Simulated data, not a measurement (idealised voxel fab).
Herein follows the process module entitled voxel capacitor over wiring.
We display cut, a cross-section 300 nm in width whose square cells are each 5 nm.
Format of a cross-section: grid, square cells. Given as bands. Order: top down. Band: one or more rows of cells.
Each band's line starts with the height of the band's top and of its bottom, in nm. Then come its materials from left to right, each with its width in nm. One material with "full width" fills the band from edge to edge. "air" is empty space.
Counting heights begins at 0, where everything beneath is, in the wafer as received, one material. The lowest band has no bottom; it goes on downwards, as "from 0 down" shows.
Quick explanation for "30 to 40": the width changes in equal steps down the rows of cells, from the first number in the band's top row to the second number in its bottom row.
For the purposes of this document, the phrase "remains unaltered" attached to a step denotes that no cell within the cross-section was modified by that step.
Each empty space that has no open way to the top and spans at least 8 cells appears under "Trapped void list" as width x height at distance, the distance counted from the left edge, all in nm.
Step line, after settings: the simulator's comment on this step.
overlay nm: mask offset rightward from planned place, masked step; negative means leftward offset.
Steps in the process plan
1 RECEIVE, material Si
2 CONFORMAL_DEP, material SiO2, thk nm 10
3 CONFORMAL_DEP, material SiN, thk nm 5
4 DIRECTIONAL_DEP, material SiO2, thk nm 15
5 PATTERN, tone open, mask id METAL_1, material resist, width nm 25, pitch nm 90, thk nm 20, overlay nm 0
6 DIRECTIONAL_ETCH, etch materials SiO2, depth nm 15
7 DIRECTIONAL_ETCH, etch materials SiN, depth nm 5
8 STRIP, etch materials resist
9 CONFORMAL_DEP, material TiN, thk nm 5
10 FILL_DEP, material Cu, thk nm 5
11 CMP, height nm 30
12 CONFORMAL_DEP, material SiCN, thk nm 5
13 DIRECTIONAL_DEP, material lowk, thk nm 10
14 MASKED_ETCH, tone open, mask id PLUG_1, width nm 15, etch materials lowk, depth nm 10, overlay nm 0
15 MASKED_ETCH, tone open, mask id PLUG_1, width nm 15, etch materials SiCN, depth nm 5, overlay nm 0
16 EPI, material Ru, thk nm 10
17 EPI, material Ru, thk nm 5
18 DIRECTIONAL_DEP, material TiN, thk nm 5
19 DIRECTIONAL_DEP, material HfO2, thk nm 5
20 DIRECTIONAL_DEP, material TiN, thk nm 5
21 PATTERN, tone cover, mask id UPPER_PLATE, material resist, width nm 70, thk nm 15, overlay nm 0
22 DIRECTIONAL_ETCH, etch materials TiN, depth nm 5
23 DIRECTIONAL_ETCH, etch materials HfO2, depth nm 5
24 STRIP, etch materials resist
25 MASKED_ETCH, tone cover, mask id LOWER_PLATE, width nm 80, etch materials TiN, depth nm 5, overlay nm 0
26 FILL_DEP, material SiO2, thk nm 20
27 CMP, height nm 75
28 MASKED_ETCH, tone open, mask id PLUG_2, width nm 15, etch materials SiO2, depth nm 15, overlay nm 0
29 CONFORMAL_DEP, material TiN, thk nm 5
30 FILL_DEP, material Cu, thk nm 5
31 CMP, height nm 75
32 CONFORMAL_DEP, material SiN, thk nm 5
Run as planned: first of two wafers
Wafer as received: cross-section following step 1
from 0 down | Si full width
Trapped void list: none
After step 2
from 10 to 0 | SiO2 full width
Note: structure below 0 unchanged.
After step 3
from 15 to 10 | SiN full width
Note: structure below 10 unchanged.
After step 4
from 30 to 15 | SiO2 full width
Note: structure below 15 unchanged.
After step 5
from 50 to 30 | 90 nm resist; 25 nm air; 65 nm resist; 25 nm air; 95 nm resist
Note: structure below 30 unchanged.
After step 6
from 50 to 30 | 90 nm resist; 25 nm air; 65 nm resist; 25 nm air; 95 nm resist
from 30 to 15 | 90 nm SiO2; 25 nm air; 65 nm SiO2; 25 nm air; 95 nm SiO2
Note: structure below 15 unchanged.
After step 7
from 50 to 30 | 90 nm resist; 25 nm air; 65 nm resist; 25 nm air; 95 nm resist
from 30 to 15 | 90 nm SiO2; 25 nm air; 65 nm SiO2; 25 nm air; 95 nm SiO2
from 15 to 10 | 90 nm SiN; 25 nm air; 65 nm SiN; 25 nm air; 95 nm SiN
Note: structure below 10 unchanged.
After step 8
from 30 to 15 | 90 nm SiO2; 25 nm air; 65 nm SiO2; 25 nm air; 95 nm SiO2
Note: structure below 15 unchanged.
After step 9
from 35 to 30 | 95 nm TiN; 15 nm air; 75 nm TiN; 15 nm air; 100 nm TiN
from 30 to 15 | 90 nm SiO2; 5 nm TiN; 15 nm air; 5 nm TiN; 65 nm SiO2; 5 nm TiN; 15 nm air; 5 nm TiN; 95 nm SiO2
from 15 to 10 | 90 nm SiN; 25 nm TiN; 65 nm SiN; 25 nm TiN; 95 nm SiN
Note: structure below 10 unchanged.
After step 10
from 40 to 35 | Cu full width
from 35 to 30 | 95 nm TiN; 15 nm Cu; 75 nm TiN; 15 nm Cu; 100 nm TiN
from 30 to 15 | 90 nm SiO2; 5 nm TiN; 15 nm Cu; 5 nm TiN; 65 nm SiO2; 5 nm TiN; 15 nm Cu; 5 nm TiN; 95 nm SiO2
Note: structure below 15 unchanged.
After step 11
from 30 to 15 | 90 nm SiO2; 5 nm TiN; 15 nm Cu; 5 nm TiN; 65 nm SiO2; 5 nm TiN; 15 nm Cu; 5 nm TiN; 95 nm SiO2
Note: structure below 15 unchanged.
After step 12
from 35 to 30 | SiCN full width
Note: structure below 30 unchanged.
After step 13
from 45 to 35 | lowk full width
Note: structure below 35 unchanged.
After step 14
from 45 to 35 | 100 nm lowk; 15 nm air; 185 nm lowk
Note: structure below 35 unchanged.
After step 15
from 45 to 35 | 100 nm lowk; 15 nm air; 185 nm lowk
from 35 to 30 | 100 nm SiCN; 15 nm air; 185 nm SiCN
Note: structure below 30 unchanged.
After step 16
from 45 to 40 | 100 nm lowk; 15 nm air; 185 nm lowk
from 40 to 35 | 100 nm lowk; 15 nm Ru; 185 nm lowk
from 35 to 30 | 100 nm SiCN; 15 nm Ru; 185 nm SiCN
Note: structure below 30 unchanged.
After step 17
from 45 to 35 | 100 nm lowk; 15 nm Ru; 185 nm lowk
Note: structure below 35 unchanged.
After step 18
from 50 to 45 | TiN full width
Note: structure below 45 unchanged.
After step 19
from 55 to 50 | HfO2 full width
Note: structure below 50 unchanged.
After step 20
from 60 to 55 | TiN full width
Note: structure below 55 unchanged.
After step 21
from 75 to 60 | 100 nm air; 70 nm resist; 130 nm air
Note: structure below 60 unchanged.
After step 22
from 75 to 60 | 100 nm air; 70 nm resist; 130 nm air
from 60 to 55 | 100 nm air; 70 nm TiN; 130 nm air
Note: structure below 55 unchanged.
After step 23
from 75 to 60 | 100 nm air; 70 nm resist; 130 nm air
from 60 to 55 | 100 nm air; 70 nm TiN; 130 nm air
from 55 to 50 | 100 nm air; 70 nm HfO2; 130 nm air
Note: structure below 50 unchanged.
After step 24
from 60 to 55 | 100 nm air; 70 nm TiN; 130 nm air
Note: structure below 55 unchanged.
After step 25
from 60 to 55 | 100 nm air; 70 nm TiN; 130 nm air
from 55 to 50 | 100 nm air; 70 nm HfO2; 130 nm air
from 50 to 45 | 95 nm air; 80 nm TiN; 125 nm air
Note: structure below 45 unchanged.
After step 26
from 80 to 60 | SiO2 full width
from 60 to 55 | 100 nm SiO2; 70 nm TiN; 130 nm SiO2
from 55 to 50 | 100 nm SiO2; 70 nm HfO2; 130 nm SiO2
from 50 to 45 | 95 nm SiO2; 80 nm TiN; 125 nm SiO2
Note: structure below 45 unchanged.
After step 27
from 75 to 60 | SiO2 full width
Note: structure below 60 unchanged.
After step 28
from 75 to 60 | 110 nm SiO2; 15 nm air; 175 nm SiO2
Note: structure below 60 unchanged.
After step 29
from 80 to 75 | 115 nm TiN; 5 nm air; 180 nm TiN
from 75 to 65 | 110 nm SiO2; 5 nm TiN; 5 nm air; 5 nm TiN; 175 nm SiO2
from 65 to 55 | 110 to 100 nm SiO2; 15 to 70 nm TiN; 175 to 130 nm SiO2
Note: structure below 55 unchanged.
After step 30
from 85 to 80 | Cu full width
from 80 to 75 | 115 nm TiN; 5 nm Cu; 180 nm TiN
from 75 to 65 | 110 nm SiO2; 5 nm TiN; 5 nm Cu; 5 nm TiN; 175 nm SiO2
Note: structure below 65 unchanged.
After step 31
from 75 to 65 | 110 nm SiO2; 5 nm TiN; 5 nm Cu; 5 nm TiN; 175 nm SiO2
Note: structure below 65 unchanged.
After step 32
from 80 to 75 | SiN full width
Note: structure below 75 unchanged.
The second wafer: identical to the first at the outset and in its planned sequence, differing only in that one mistake was made during processing; up to and including step 13, its path is the first wafer's path
Second wafer: cross-section at the scheduled end of step 14
from 45 to 35 | 100 nm air; 15 nm lowk; 185 nm air
Note: structure below 35 unchanged.
Second wafer: cross-section at the scheduled end of step 15: remains unaltered
Second wafer: cross-section at the scheduled end of step 16: remains unaltered
Second wafer: cross-section at the scheduled end of step 17: remains unaltered
Second wafer: cross-section at the scheduled end of step 18
from 50 to 45 | 100 nm air; 15 nm TiN; 185 nm air
from 45 to 40 | 100 nm air; 15 nm lowk; 185 nm air
from 40 to 35 | 100 nm TiN; 15 nm lowk; 185 nm TiN
Note: structure below 35 unchanged.
Second wafer: cross-section at the scheduled end of step 19
from 55 to 50 | 100 nm air; 15 nm HfO2; 185 nm air
from 50 to 45 | 100 nm air; 15 nm TiN; 185 nm air
from 45 to 40 | 100 nm HfO2; 15 nm lowk; 185 nm HfO2
Note: structure below 40 unchanged.
Second wafer: cross-section at the scheduled end of step 20
from 60 to 55 | 100 nm air; 15 nm TiN; 185 nm air
from 55 to 50 | 100 nm air; 15 nm HfO2; 185 nm air
from 50 to 45 | TiN full width
Note: structure below 45 unchanged.
Second wafer: cross-section at the scheduled end of step 21
from 75 to 60 | 100 nm air; 70 nm resist; 130 nm air
from 60 to 55 | 100 nm air; 15 nm TiN; 55 nm resist; 130 nm air
from 55 to 50 | 100 nm air; 15 nm HfO2; 55 nm resist; 130 nm air
Note: structure below 50 unchanged.
Second wafer: cross-section at the scheduled end of step 22
from 75 to 60 | 100 nm air; 70 nm resist; 130 nm air
from 60 to 55 | 100 nm air; 15 nm TiN; 55 nm resist; 130 nm air
from 55 to 50 | 100 nm air; 15 nm HfO2; 55 nm resist; 130 nm air
from 50 to 45 | 100 nm air; 70 nm TiN; 130 nm air
Note: structure below 45 unchanged.
Second wafer: cross-section at the scheduled end of step 23
from 75 to 60 | 100 nm air; 70 nm resist; 130 nm air
from 60 to 55 | 100 nm air; 15 nm TiN; 55 nm resist; 130 nm air
from 55 to 50 | 100 nm air; 15 nm HfO2; 55 nm resist; 130 nm air
from 50 to 45 | 100 nm air; 70 nm TiN; 130 nm air
from 45 to 40 | 100 nm air; 15 nm lowk; 55 nm HfO2; 130 nm air
Note: structure below 40 unchanged.
Second wafer: cross-section at the scheduled end of step 24
from 60 to 55 | 100 nm air; 15 nm TiN; 185 nm air
from 55 to 50 | 100 nm air; 15 nm HfO2; 185 nm air
Note: structure below 50 unchanged.
Second wafer: cross-section at the scheduled end of step 25
from 60 to 55 | 100 nm air; 15 nm TiN; 185 nm air
from 55 to 50 | 100 nm air; 15 nm HfO2; 185 nm air
from 50 to 45 | 100 nm air; 70 nm TiN; 130 nm air
from 45 to 40 | 100 nm air; 15 nm lowk; 55 nm HfO2; 130 nm air
from 40 to 35 | 95 nm air; 5 nm TiN; 15 nm lowk; 60 nm TiN; 125 nm air
Note: structure below 35 unchanged.
Second wafer: cross-section at the scheduled end of step 26
from 80 to 60 | SiO2 full width
from 60 to 55 | 100 nm SiO2; 15 nm TiN; 185 nm SiO2
from 55 to 50 | 100 nm SiO2; 15 nm HfO2; 185 nm SiO2
from 50 to 45 | 100 nm SiO2; 70 nm TiN; 130 nm SiO2
from 45 to 40 | 100 nm SiO2; 15 nm lowk; 55 nm HfO2; 130 nm SiO2
from 40 to 35 | 95 nm SiO2; 5 nm TiN; 15 nm lowk; 60 nm TiN; 125 nm SiO2
Note: structure below 35 unchanged.
Second wafer: cross-section at the scheduled end of step 27
from 75 to 60 | SiO2 full width
Note: structure below 60 unchanged.
Second wafer: cross-section at the scheduled end of step 28
from 75 to 60 | 110 nm SiO2; 15 nm air; 175 nm SiO2
Note: structure below 60 unchanged.
Second wafer: cross-section at the scheduled end of step 29
from 80 to 75 | 115 nm TiN; 5 nm air; 180 nm TiN
from 75 to 65 | 110 nm SiO2; 5 nm TiN; 5 nm air; 5 nm TiN; 175 nm SiO2
from 65 to 55 | 110 to 100 nm SiO2; 15 nm TiN; 175 to 185 nm SiO2
Note: structure below 55 unchanged.
Second wafer: cross-section at the scheduled end of step 30
from 85 to 80 | Cu full width
from 80 to 75 | 115 nm TiN; 5 nm Cu; 180 nm TiN
from 75 to 65 | 110 nm SiO2; 5 nm TiN; 5 nm Cu; 5 nm TiN; 175 nm SiO2
Note: structure below 65 unchanged.
Second wafer: cross-section at the scheduled end of step 31
from 75 to 65 | 110 nm SiO2; 5 nm TiN; 5 nm Cu; 5 nm TiN; 175 nm SiO2
Note: structure below 65 unchanged.
Second wafer: cross-section at the scheduled end of step 32
from 80 to 75 | SiN full width
Note: structure below 75 unchanged.
what went wrong: note that step 14 departed from the planned setting and was carried out as MASKED_ETCH, tone cover, mask id PLUG_1, width nm 15, etch materials lowk, depth nm 10, overlay nm 0
End check, counted in cells, second wafer has more or fewer of these materials than the first: 9 fewer of Ru, 3 more of SiCN, 114 more of SiO2, 108 fewer of lowk
